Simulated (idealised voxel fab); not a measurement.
process module | voxel wiring stack
cross-section cut | 210 nm wide | cells 5 nm
A cross-section is a grid of square cells, given in bands from the top down. A band is one or more rows of cells.
Each band's line starts with the height of the band's top and of its bottom, in nm. Then come its materials from left to right, each with its width in nm. One material with "throughout" fills the band from edge to edge. "air" is empty space.
Height 0 is the level under which the wafer as received is all one material. The lowest band goes on downwards, as in "0 down".
A width such as "30 to 40" changes by the same amount from each row of cells to the next, from the band's top row to its bottom row.
"no change" after a step means that no cell of the cross-section changed.
closed voids: empty space of 8 cells or more with no open way to the top, each as width x height at its distance from the left edge, in nm
after a step's settings: what the simulator itself notes on the step
overlay nm, on a step with a mask: how far to the right of its planned place the mask lay; to the left if negative
plan
1 op RECEIVE | material Si
2 op CONFORMAL_DEP | material SiO2 | thk nm 15
3 op CONFORMAL_DEP | material SiCN | thk nm 5
4 op DIRECTIONAL_DEP | material lowk | thk nm 15
5 op PATTERN | tone open | mask id METAL_1 | material resist | width nm 30 | pitch nm 45 | thk nm 15 | overlay nm 0
6 op DIRECTIONAL_ETCH | etch materials lowk | depth nm 15
7 op DIRECTIONAL_ETCH | etch materials SiCN | depth nm 5
8 op STRIP | etch materials resist
9 op CONFORMAL_DEP | material TiN | thk nm 5
10 op FILL_DEP | material W | thk nm 5
11 op CMP | height nm 35
12 op CONFORMAL_DEP | material SiCN | thk nm 5
13 op DIRECTIONAL_DEP | material lowk | thk nm 20
14 op PATTERN | tone open | mask id PLUG_1 | material resist | width nm 15 | pitch nm 45 | thk nm 20 | overlay nm 0
15 op DIRECTIONAL_ETCH | etch materials lowk | depth nm 20
16 op DIRECTIONAL_ETCH | etch materials SiCN | depth nm 5
17 op STRIP | etch materials resist
18 op CONFORMAL_DEP | material TiN | thk nm 5
19 op FILL_DEP | material Ru | thk nm 10
20 op CMP | height nm 60
21 op DIRECTIONAL_DEP | material TiN | thk nm 5
22 op DIRECTIONAL_DEP | material W | thk nm 25
23 op DIRECTIONAL_DEP | material aC | thk nm 10
24 op PATTERN | tone cover | mask id METAL_2 | material resist | width nm 30 | pitch nm 45 | thk nm 30 | overlay nm 0
25 op DIRECTIONAL_ETCH | etch materials aC | depth nm 10
26 op STRIP | etch materials resist
27 op DIRECTIONAL_ETCH | etch materials W | depth nm 25
28 op DIRECTIONAL_ETCH | etch materials TiN | depth nm 5
29 op STRIP | etch materials aC
30 op FILL_DEP | material lowk | thk nm 5
31 op CMP | height nm 90
32 op CONFORMAL_DEP | material SiCN | thk nm 5
33 op DIRECTIONAL_DEP | material SiO2 | thk nm 35
34 op PATTERN | tone open | mask id METAL_3_HOLES | material resist | width nm 15 | pitch nm 45 | thk nm 20 | overlay nm 0
35 op DIRECTIONAL_ETCH | etch materials SiO2 | depth nm 35
36 op STRIP | etch materials resist
37 op DIRECTIONAL_DEP | material aC | thk nm 15
38 op PATTERN | tone open | mask id METAL_3 | material resist | width nm 30 | pitch nm 45 | thk nm 30 | overlay nm 0
39 op DIRECTIONAL_ETCH | etch materials aC | depth nm 15
40 op STRIP | etch materials resist
41 op DIRECTIONAL_ETCH | etch materials SiO2 | depth nm 10
42 op DIRECTIONAL_ETCH | etch materials SiCN | depth nm 5
43 op STRIP | etch materials aC
44 op CONFORMAL_DEP | material TiN | thk nm 5
45 op FILL_DEP | material Ru | thk nm 10
46 op CMP | height nm 130
47 op CONFORMAL_DEP | material SiN | thk nm 5
varied across the wafers: depth nm of step 41. The plan shows the first wafer's value. All wafers start alike
first wafer as received, after step 1
  0 down: Si throughout
  closed voids: none
first wafer at the end, after step 47
  135 to 130: SiN throughout
  130 to 120: SiO2 20 | TiN 5 | Ru 20 to 5 | TiN 5 to 20 | SiO2 15 | TiN 5 | Ru 20 to 5 | TiN 5 to 20 | SiO2 15 | TiN 5 | Ru 20 to 5 | TiN 5 to 20 | SiO2 15 | TiN 5 | Ru 20 to 5 | TiN 5 to 20 | SiO2 25
  120 to 95: SiO2 20 | TiN 5 | Ru 5 | TiN 5 | SiO2 30 | TiN 5 | Ru 5 | TiN 5 | SiO2 30 | TiN 5 | Ru 5 | TiN 5 | SiO2 30 | TiN 5 | Ru 5 | TiN 5 | SiO2 40
  95 to 90: SiCN 20 | TiN 15 | SiCN 30 | TiN 15 | SiCN 30 | TiN 15 | SiCN 30 | TiN 15 | SiCN 40
  90 to 65: lowk 20 | W 30 | lowk 15 | W 30 | lowk 15 | W 30 | lowk 15 | W 30 | lowk 25
  65 to 60: lowk 20 | TiN 30 | lowk 15 | TiN 30 | lowk 15 | TiN 30 | lowk 15 | TiN 30 | lowk 25
  60 to 40: lowk 20 | TiN 5 | Ru 5 | TiN 5 | lowk 30 | TiN 5 | Ru 5 | TiN 5 | lowk 30 | TiN 5 | Ru 5 | TiN 5 | lowk 30 | TiN 5 | Ru 5 | TiN 5 | lowk 40
  40 to 35: SiCN 20 | TiN 15 | SiCN 30 | TiN 15 | SiCN 30 | TiN 15 | SiCN 30 | TiN 15 | SiCN 40
  35 to 20: lowk 20 | TiN 5 | W 20 | TiN 5 | lowk 15 | TiN 5 | W 20 | TiN 5 | lowk 15 | TiN 5 | W 20 | TiN 5 | lowk 15 | TiN 5 | W 20 | TiN 5 | lowk 25
  20 to 15: SiCN 20 | TiN 30 | SiCN 15 | TiN 30 | SiCN 15 | TiN 30 | SiCN 15 | TiN 30 | SiCN 25
  15 to 0: SiO2 throughout
  0 down: Si throughout
  closed voids: none
last wafer at the end
  135 to 130: SiN throughout
  130 to 95: SiO2 20 | TiN 5 | Ru 20 | TiN 5 | SiO2 15 | TiN 5 | Ru 20 | TiN 5 | SiO2 15 | TiN 5 | Ru 20 | TiN 5 | SiO2 15 | TiN 5 | Ru 20 | TiN 5 | SiO2 25
  95 to 90: SiCN 20 | TiN 30 | SiCN 15 | TiN 30 | SiCN 15 | TiN 30 | SiCN 15 | TiN 30 | SiCN 25
  90 to 65: lowk 20 | W 30 | lowk 15 | W 30 | lowk 15 | W 30 | lowk 15 | W 30 | lowk 25
  65 to 60: lowk 20 | TiN 30 | lowk 15 | TiN 30 | lowk 15 | TiN 30 | lowk 15 | TiN 30 | lowk 25
  60 to 40: lowk 20 | TiN 5 | Ru 5 | TiN 5 | lowk 30 | TiN 5 | Ru 5 | TiN 5 | lowk 30 | TiN 5 | Ru 5 | TiN 5 | lowk 30 | TiN 5 | Ru 5 | TiN 5 | lowk 40
  40 to 35: SiCN 20 | TiN 15 | SiCN 30 | TiN 15 | SiCN 30 | TiN 15 | SiCN 30 | TiN 15 | SiCN 40
  35 to 20: lowk 20 | TiN 5 | W 20 | TiN 5 | lowk 15 | TiN 5 | W 20 | TiN 5 | lowk 15 | TiN 5 | W 20 | TiN 5 | lowk 15 | TiN 5 | W 20 | TiN 5 | lowk 25
  20 to 15: SiCN 20 | TiN 30 | SiCN 15 | TiN 30 | SiCN 15 | TiN 30 | SiCN 15 | TiN 30 | SiCN 25
  15 to 0: SiO2 throughout
  0 down: Si throughout
  closed voids: none
each wafer at the end: cells of each material gained (+) or lost (-) since it was received, then its closed voids
depth nm 10 | +56 Ru | +78 SiCN | +42 SiN | +312 SiO2 | +196 TiN | +168 W | +282 lowk | closed voids: none
depth nm 15 | +68 Ru | +78 SiCN | +42 SiN | +300 SiO2 | +196 TiN | +168 W | +282 lowk | closed voids: none
depth nm 20 | +80 Ru | +78 SiCN | +42 SiN | +288 SiO2 | +196 TiN | +168 W | +282 lowk | closed voids: none
depth nm 25 | +92 Ru | +78 SiCN | +42 SiN | +276 SiO2 | +196 TiN | +168 W | +282 lowk | closed voids: none
depth nm 30 | +104 Ru | +78 SiCN | +42 SiN | +264 SiO2 | +196 TiN | +168 W | +282 lowk | closed voids: none
depth nm 35 | +128 Ru | +66 SiCN | +42 SiN | +252 SiO2 | +196 TiN | +168 W | +282 lowk | closed voids: none
